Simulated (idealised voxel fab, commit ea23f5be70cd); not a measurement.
process module | voxel quadruple lines
cross-section cut | 285 nm wide | cells 5 nm
A cross-section is a grid of square cells, given in bands from the top down. A band is one or more rows of cells.
Each band's line starts with the height of the band's top and of its bottom, in nm. Then come its materials from left to right, each with its width in nm. One material with "throughout" fills the band from edge to edge. "air" is empty space.
Height 0 is the level under which the wafer as received is all one material. The lowest band goes on downwards, as in "0 down".
A width such as "30 to 40" changes by the same amount from each row of cells to the next, from the band's top row to its bottom row.
"no change" after a step means that no cell of the cross-section changed.
closed voids: empty space of 8 cells or more with no open way to the top, each as width x height at its distance from the left edge, in nm
after a step's settings: what the simulator itself notes on the step
overlay nm, on a step with a mask: how far to the right of its planned place the mask lay; to the left if negative
plan
1 op RECEIVE | material Si
2 op CONFORMAL_DEP | material SiO2 | thk nm 10
3 op DIRECTIONAL_DEP | material TiN | thk nm 10
4 op DIRECTIONAL_DEP | material polySi | thk nm 15
5 op DIRECTIONAL_DEP | material aC | thk nm 25
6 op PATTERN | tone cover | mask id MANDREL | material resist | width nm 25 | thk nm 35 | overlay nm 0
7 op DIRECTIONAL_ETCH | etch materials aC | depth nm 25
8 op STRIP | etch materials resist
9 op CONFORMAL_DEP | material SiO2 | thk nm 15
10 op DIRECTIONAL_ETCH | etch materials SiO2 | depth nm 15
11 op STRIP | etch materials aC
12 op DIRECTIONAL_ETCH | etch materials polySi | depth nm 15
13 op STRIP | etch materials SiO2
14 op CONFORMAL_DEP | material SiN | thk nm 5
15 op DIRECTIONAL_ETCH | etch materials SiN | depth nm 5
16 op STRIP | etch materials polySi
17 op DIRECTIONAL_ETCH | etch materials TiN | depth nm 10
18 op STRIP | etch materials SiN
first wafer, as planned
as received, after step 1
  0 down: Si throughout
  closed voids: none
after step 2
  10 to 0: SiO2 throughout
  below 0: unchanged
after step 3
  20 to 10: TiN throughout
  below 10: unchanged
after step 4
  35 to 20: polySi throughout
  below 20: unchanged
after step 5
  60 to 35: aC throughout
  below 35: unchanged
after step 6
  95 to 60: air 130 | resist 25 | air 130
  below 60: unchanged
after step 7
  70 to 60: air 130 | resist 25 | air 130
  60 to 35: air 130 | aC 25 | air 130
  below 35: unchanged
after step 8
  60 to 35: air 130 | aC 25 | air 130
  below 35: unchanged
after step 9
  75 to 60: air 115 | SiO2 55 | air 115
  60 to 50: air 115 | SiO2 15 | aC 25 | SiO2 15 | air 115
  50 to 35: SiO2 130 | aC 25 | SiO2 130
  below 35: unchanged
after step 10
  60 to 35: air 115 | SiO2 15 | aC 25 | SiO2 15 | air 115
  below 35: unchanged
after step 11
  60 to 35: air 115 | SiO2 15 | air 25 | SiO2 15 | air 115
  below 35: unchanged
after step 12
  60 to 35: air 115 | SiO2 15 | air 25 | SiO2 15 | air 115
  35 to 20: air 115 | polySi 15 | air 25 | polySi 15 | air 115
  below 20: unchanged
after step 13
  35 to 20: air 115 | polySi 15 | air 25 | polySi 15 | air 115
  below 20: unchanged
after step 14
  40 to 35: air 110 | SiN 25 | air 15 | SiN 25 | air 110
  35 to 25: air 110 | SiN 5 | polySi 15 | SiN 5 | air 15 | SiN 5 | polySi 15 | SiN 5 | air 110
  25 to 20: SiN 115 | polySi 15 | SiN 25 | polySi 15 | SiN 115
  below 20: unchanged
after step 15
  35 to 20: air 110 | SiN 5 | polySi 15 | SiN 5 | air 15 | SiN 5 | polySi 15 | SiN 5 | air 110
  below 20: unchanged
after step 16
  35 to 20: air 110 | SiN 5 | air 15 | SiN 5 | air 15 | SiN 5 | air 15 | SiN 5 | air 110
  below 20: unchanged
after step 17
  35 to 20: air 110 | SiN 5 | air 15 | SiN 5 | air 15 | SiN 5 | air 15 | SiN 5 | air 110
  20 to 10: air 110 | TiN 5 | air 15 | TiN 5 | air 15 | TiN 5 | air 15 | TiN 5 | air 110
  below 10: unchanged
after step 18
  20 to 10: air 110 | TiN 5 | air 15 | TiN 5 | air 15 | TiN 5 | air 15 | TiN 5 | air 110
  below 10: unchanged
second wafer: like start, like plan, one mistake. Through step 10 it matches the first wafer
when step 11 should have ended
  60 to 35: air 115 | SiO2 15 | air 25 | SiO2 15 | air 115
  below 35: unchanged
when step 12 should have ended
  60 to 35: air 115 | SiO2 15 | air 25 | SiO2 15 | air 115
  35 to 20: air 115 | polySi 15 | air 25 | polySi 15 | air 115
  below 20: unchanged
when step 13 should have ended
  35 to 20: air 115 | polySi 15 | air 25 | polySi 15 | air 115
  below 20: unchanged
when step 14 should have ended
  40 to 35: air 110 | SiN 25 | air 15 | SiN 25 | air 110
  35 to 25: air 110 | SiN 5 | polySi 15 | SiN 5 | air 15 | SiN 5 | polySi 15 | SiN 5 | air 110
  25 to 20: SiN 115 | polySi 15 | SiN 25 | polySi 15 | SiN 115
  below 20: unchanged
when step 15 should have ended
  35 to 20: air 110 | SiN 5 | polySi 15 | SiN 5 | air 15 | SiN 5 | polySi 15 | SiN 5 | air 110
  below 20: unchanged
when step 16 should have ended
  35 to 20: air 110 | SiN 5 | air 15 | SiN 5 | air 15 | SiN 5 | air 15 | SiN 5 | air 110
  below 20: unchanged
when step 17 should have ended
  35 to 20: air 110 | SiN 5 | air 15 | SiN 5 | air 15 | SiN 5 | air 15 | SiN 5 | air 110
  20 to 10: air 110 | TiN 5 | air 15 | TiN 5 | air 15 | TiN 5 | air 15 | TiN 5 | air 110
  below 10: unchanged
when step 18 should have ended
  20 to 10: air 110 | TiN 5 | air 15 | TiN 5 | air 15 | TiN 5 | air 15 | TiN 5 | air 110
  below 10: unchanged
what went wrong: step 11 was run twice
at the end the two cross-sections are the same: no effect in what this model computes
